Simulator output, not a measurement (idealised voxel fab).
The document below concerns the process module designated voxel wiring stack.
Displayed cross-section: cut, width of 235 nm, square cells sized 5 nm.
For the purposes of this document, a cross-section shall be understood as a grid of square cells, specified as bands listed in top-to-bottom order, each band consisting of one or more rows of cells. The band entry comprises the height of the band's top followed by the height of its bottom, expressed in nm, and subsequently the band's materials from left to right, each stated together with its width in nm. Where a single material is marked with the word "full width", that material fills the band from edge to edge. The word "blank" represents empty space. Heights from 0 (as-received wafer is one material below). Bottom band endless downward, as "0 -> down". The notation "30..40" denotes a width that varies across the rows of cells in the band, beginning at the first number in the top row, finishing at the second number in the bottom row, and changing by an identical amount from each row to the next. "no alteration" for a step: no cell of the cross-section changed in that step. Basically, "Non-vented voids" tells you about the enclosed voids: empty spaces with no open way to the top, 8 cells or bigger, each written width x height at distance, where distance is from the left edge, all in nm. Text after the settings on a step's line: the simulator's own remark on that step. When a step includes a mask, the "overlay nm" setting on its line states how far to the right of its planned place that mask lay, and negative values state how far to the left.

PLANNED PROCESS STEPS
1,RECEIVE (material Si)
2,CONFORMAL_DEP (material SiO2; thk nm 15)
3,DIRECTIONAL_DEP (material TiN; thk nm 5)
4,DIRECTIONAL_DEP (material Ru; thk nm 25)
5,MASKED_ETCH (tone cover; mask id METAL_1; width nm 20; pitch nm 45; etch materials Ru; depth nm 25; overlay nm 0)
6,MASKED_ETCH (tone cover; mask id METAL_1; width nm 20; pitch nm 45; etch materials TiN; depth nm 5; overlay nm 0)
7,FILL_DEP (material SiO2; thk nm 10)
8,CMP (height nm 45)
9,CONFORMAL_DEP (material SiCN; thk nm 5)
10,DIRECTIONAL_DEP (material lowk; thk nm 10)
11,DIRECTIONAL_DEP (material aC; thk nm 15)
12,PATTERN (tone open; mask id PLUG_1; material resist; width nm 15; pitch nm 90; thk nm 35; overlay nm 0)
13,DIRECTIONAL_ETCH (etch materials aC; depth nm 15)
14,STRIP (etch materials resist)
15,DIRECTIONAL_ETCH (etch materials lowk; depth nm 10)
16,DIRECTIONAL_ETCH (etch materials SiCN; depth nm 5)
17,STRIP (etch materials aC)
18,CONFORMAL_DEP (material TiN; thk nm 5)
19,FILL_DEP (material Cu; thk nm 10)
20,CMP (height nm 60)
21,DIRECTIONAL_DEP (material TiN; thk nm 5)
22,DIRECTIONAL_DEP (material W; thk nm 15)
23,MASKED_ETCH (tone cover; mask id METAL_2; width nm 20; pitch nm 45; etch materials W; depth nm 15; overlay nm 0)
24,MASKED_ETCH (tone cover; mask id METAL_2; width nm 20; pitch nm 45; etch materials TiN; depth nm 5; overlay nm 0)
25,CONFORMAL_DEP (material SiCN; thk nm 5)
26,FILL_DEP (material lowk; thk nm 10)
27,CMP (height nm 80)
28,CONFORMAL_DEP (material SiN; thk nm 5)

RECEIVED-STATE CROSS-SECTION, REFLECTING COMPLETION OF STEP 1
	0 -> down | Si full width
	Non-vented voids: none

FIRST OF TWO WAFERS AT THE END OF THE MODULE, SHOWN IN CROSS-SECTION; RUN CARRIED OUT AS PLANNED
	85 -> 80 | SiN full width
	80 -> 65 | lowk 35 nm, then SiCN 5 nm, then W 20 nm, then SiCN 5 nm, then lowk 15 nm, then SiCN 5 nm, then W 20 nm, then SiCN 5 nm, then lowk 15 nm, then SiCN 5 nm, then W 20 nm, then SiCN 5 nm, then lowk 15 nm, then SiCN 5 nm, then W 20 nm, then SiCN 5 nm, then lowk 35 nm
	65 -> 60 | SiCN 40 nm, then TiN 20 nm, then SiCN 25 nm, then TiN 20 nm, then SiCN 25 nm, then TiN 20 nm, then SiCN 25 nm, then TiN 20 nm, then SiCN 40 nm
	60 -> 50 | lowk 40 nm, then TiN 5 nm, then Cu 5 nm, then TiN 5 nm, then lowk 75 nm, then TiN 5 nm, then Cu 5 nm, then TiN 5 nm, then lowk 90 nm
	50 -> 45 | SiCN 40 nm, then TiN 15 nm, then SiCN 75 nm, then TiN 15 nm, then SiCN 90 nm
	45 -> 20 | SiO2 40 nm, then Ru 20 nm, then SiO2 25 nm, then Ru 20 nm, then SiO2 25 nm, then Ru 20 nm, then SiO2 25 nm, then Ru 20 nm, then SiO2 40 nm
	20 -> 15 | SiO2 40 nm, then TiN 20 nm, then SiO2 25 nm, then TiN 20 nm, then SiO2 25 nm, then TiN 20 nm, then SiO2 25 nm, then TiN 20 nm, then SiO2 40 nm
	15 -> 0 | SiO2 full width
	0 -> down | Si full width
	Non-vented voids: none

HERE'S THE SECOND OF OUR TWO WAFERS SECTIONED AT MODULE END. SAME START AS THE FIRST, SAME PLAN, BUT ONE MISTAKE GOT MADE RUNNING IT
	85 -> 80 | SiN full width
	80 -> 70 | W 40 nm, then SiCN 5 nm, then lowk 10 nm, then SiCN 5 nm, then W 25 nm, then SiCN 5 nm, then lowk 10 nm, then SiCN 5 nm, then W 25 nm, then SiCN 5 nm, then lowk 10 nm, then SiCN 5 nm, then W 25 nm, then SiCN 5 nm, then lowk 10 nm, then SiCN 5 nm, then W 40 nm
	70 -> 65 | W 40 nm, then SiCN 20 nm, then W 25 nm, then SiCN 20 nm, then W 25 nm, then SiCN 20 nm, then W 25 nm, then SiCN 20 nm, then W 40 nm
	65 -> 60 | TiN full width
	60 -> 50 | lowk 40 nm, then TiN 5 nm, then Cu 5 nm, then TiN 5 nm, then lowk 75 nm, then TiN 5 nm, then Cu 5 nm, then TiN 5 nm, then lowk 90 nm
	50 -> 45 | SiCN 40 nm, then TiN 15 nm, then SiCN 75 nm, then TiN 15 nm, then SiCN 90 nm
	45 -> 20 | SiO2 40 nm, then Ru 20 nm, then SiO2 25 nm, then Ru 20 nm, then SiO2 25 nm, then Ru 20 nm, then SiO2 25 nm, then Ru 20 nm, then SiO2 40 nm
	20 -> 15 | SiO2 40 nm, then TiN 20 nm, then SiO2 25 nm, then TiN 20 nm, then SiO2 25 nm, then TiN 20 nm, then SiO2 25 nm, then TiN 20 nm, then SiO2 40 nm
	15 -> 0 | SiO2 full width
	0 -> down | Si full width
	Non-vented voids: none
what went wrong: step 23 ran differently from the plan; actual operation with settings: MASKED_ETCH (tone open; mask id METAL_2; width nm 20; pitch nm 45; etch materials W; depth nm 15; overlay nm 0)
The final cell counts differ between the wafers, with the second having more or fewer of some materials than the first: 23 fewer of SiCN; 31 more of TiN; 45 more of W; 53 fewer of lowk
